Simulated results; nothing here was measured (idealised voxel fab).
The document below concerns the process module designated voxel ribs on slabs.
Pictured: cross-section cut, 250 nm wide, on a grid of 5 nm square cells.
Cross-sections here: square-cell grids, written as top-down lists of bands, a band being one or more rows of cells. First you get the band's top height and its bottom height, in nm, and then the materials it's made of, left to right, with each width in nm. If you see a single material with "throughout", that one covers the band edge to edge. "empty" is empty space. Height reference: 0 = level under which incoming wafer is all one material. Lowest band: no bottom, runs on downward, e.g. "from 0 down". Top row gets the first number, bottom row gets the second, and each row in between changes by the same step: that is how a band width like "30->40" works. For the purposes of this document, the phrase "remains unaltered" attached to a step denotes that no cell within the cross-section was modified by that step. "Voids, sealed" means: voids of 8 cells or more that are shut off from the top with no open way through. Written width x height at distance, distance from the left edge, in nm. Read whatever lies past the settings on a step's line as the simulator's own remark about the step. overlay nm: for a step with a mask, the amount by which the mask lay right of where it was planned; a negative amount means left of it.
Listed below are the process steps as planned:
1. RECEIVE: material Si
2. DIRECTIONAL_DEP: material SiO2, thk nm 25
3. DIRECTIONAL_DEP: material polySi, thk nm 15
4. DIRECTIONAL_DEP: material aC, thk nm 15
5. PATTERN: tone cover, mask id RIB, material resist, width nm 20, thk nm 35, overlay nm 0
6. DIRECTIONAL_ETCH: etch materials aC, depth nm 15
7. STRIP: etch materials resist
8. DIRECTIONAL_ETCH: etch materials polySi, depth nm 10
9. STRIP: etch materials aC
10. PATTERN: tone cover, mask id SLAB, material resist, width nm 50, thk nm 15, overlay nm 0
11. DIRECTIONAL_ETCH: etch materials polySi, depth nm 5
12. STRIP: etch materials resist
13. FILL_DEP: material SiO2, thk nm 30
14. CMP: height nm 60
15. DIRECTIONAL_DEP: material W, thk nm 5
16. PATTERN: tone cover, mask id HEATER, material resist, width nm 30, thk nm 20, overlay nm 0
17. DIRECTIONAL_ETCH: etch materials W, depth nm 5
18. STRIP: etch materials resist
19. CONFORMAL_DEP: material SiN, thk nm 5
First of two wafers: run as planned:
Received-state cross-section, reflecting completion of step 1:
> from 0 down  Si throughout
> Voids, sealed: none
How the wafer stands in section after step 2:
> from 25 to 0  SiO2 throughout
> At heights below 0, the structure remains unaltered.
How the wafer stands in section after step 3:
> from 40 to 25  polySi throughout
> At heights below 25, the structure remains unaltered.
How the wafer stands in section after step 4:
> from 55 to 40  aC throughout
> At heights below 40, the structure remains unaltered.
How the wafer stands in section after step 5:
> from 90 to 55  empty=115 / resist=20 / empty=115
> At heights below 55, the structure remains unaltered.
How the wafer stands in section after step 6:
> from 75 to 55  empty=115 / resist=20 / empty=115
> from 55 to 40  empty=115 / aC=20 / empty=115
> At heights below 40, the structure remains unaltered.
How the wafer stands in section after step 7:
> from 55 to 40  empty=115 / aC=20 / empty=115
> At heights below 40, the structure remains unaltered.
How the wafer stands in section after step 8:
> from 55 to 40  empty=115 / aC=20 / empty=115
> from 40 to 30  empty=115 / polySi=20 / empty=115
> At heights below 30, the structure remains unaltered.
How the wafer stands in section after step 9:
> from 40 to 30  empty=115 / polySi=20 / empty=115
> At heights below 30, the structure remains unaltered.
How the wafer stands in section after step 10:
> from 55 to 40  empty=100 / resist=50 / empty=100
> from 40 to 30  empty=100 / resist=15 / polySi=20 / resist=15 / empty=100
> At heights below 30, the structure remains unaltered.
How the wafer stands in section after step 11:
> from 55 to 40  empty=100 / resist=50 / empty=100
> from 40 to 30  empty=100 / resist=15 / polySi=20 / resist=15 / empty=100
> from 30 to 25  empty=100 / polySi=50 / empty=100
> At heights below 25, the structure remains unaltered.
How the wafer stands in section after step 12:
> from 40 to 30  empty=115 / polySi=20 / empty=115
> At heights below 30, the structure remains unaltered.
How the wafer stands in section after step 13:
> from 70 to 40  SiO2 throughout
> from 40 to 30  SiO2=115 / polySi=20 / SiO2=115
> from 30 to 25  SiO2=100 / polySi=50 / SiO2=100
> At heights below 25, the structure remains unaltered.
How the wafer stands in section after step 14:
> from 60 to 40  SiO2 throughout
> At heights below 40, the structure remains unaltered.
How the wafer stands in section after step 15:
> from 65 to 60  W throughout
> At heights below 60, the structure remains unaltered.
How the wafer stands in section after step 16:
> from 85 to 65  empty=110 / resist=30 / empty=110
> At heights below 65, the structure remains unaltered.
How the wafer stands in section after step 17:
> from 85 to 65  empty=110 / resist=30 / empty=110
> from 65 to 60  empty=110 / W=30 / empty=110
> At heights below 60, the structure remains unaltered.
How the wafer stands in section after step 18:
> from 65 to 60  empty=110 / W=30 / empty=110
> At heights below 60, the structure remains unaltered.
How the wafer stands in section after step 19:
> from 70 to 65  empty=105 / SiN=40 / empty=105
> from 65 to 60  SiN=110 / W=30 / SiN=110
> At heights below 60, the structure remains unaltered.
Now the other wafer: same start, same recipe, but we messed up one thing when running it. Up to and including step 9 it's the same as the first one:
Planned end of step 10: second wafer, cross-section:
> from 55 to 40  resist=100 / empty=50 / resist=100
> from 40 to 30  resist=100 / empty=15 / polySi=20 / empty=15 / resist=100
> At heights below 30, the structure remains unaltered.
Planned end of step 11: second wafer, cross-section:
> from 55 to 35  resist=100 / empty=50 / resist=100
> from 35 to 30  resist=100 / empty=15 / polySi=20 / empty=15 / resist=100
> from 30 to 25  polySi=100 / empty=15 / polySi=20 / empty=15 / polySi=100
> At heights below 25, the structure remains unaltered.
Planned end of step 12: second wafer, cross-section:
> from 35 to 30  empty=115 / polySi=20 / empty=115
> At heights below 30, the structure remains unaltered.
Planned end of step 13: second wafer, cross-section:
> from 65 to 35  SiO2 throughout
> from 35 to 30  SiO2=115 / polySi=20 / SiO2=115
> from 30 to 25  polySi=100 / SiO2=15 / polySi=20 / SiO2=15 / polySi=100
> At heights below 25, the structure remains unaltered.
Planned end of step 14: second wafer, cross-section:
> from 60 to 35  SiO2 throughout
> At heights below 35, the structure remains unaltered.
Planned end of step 15: second wafer, cross-section:
> from 65 to 60  W throughout
> At heights below 60, the structure remains unaltered.
Planned end of step 16: second wafer, cross-section:
> from 85 to 65  empty=110 / resist=30 / empty=110
> At heights below 65, the structure remains unaltered.
Planned end of step 17: second wafer, cross-section:
> from 85 to 65  empty=110 / resist=30 / empty=110
> from 65 to 60  empty=110 / W=30 / empty=110
> At heights below 60, the structure remains unaltered.
Planned end of step 18: second wafer, cross-section:
> from 65 to 60  empty=110 / W=30 / empty=110
> At heights below 60, the structure remains unaltered.
Planned end of step 19: second wafer, cross-section:
> from 70 to 65  empty=105 / SiN=40 / empty=105
> from 65 to 60  SiN=110 / W=30 / SiN=110
> At heights below 60, the structure remains unaltered.
Where did the run depart from the plan? not per plan at step 10, really ran PATTERN: tone open, mask id SLAB, material resist, width nm 50, thk nm 15, overlay nm 0
Counted in cells at the end, the second wafer holds more or fewer of these materials than the first: 30 fewer of SiO2; 30 more of polySi
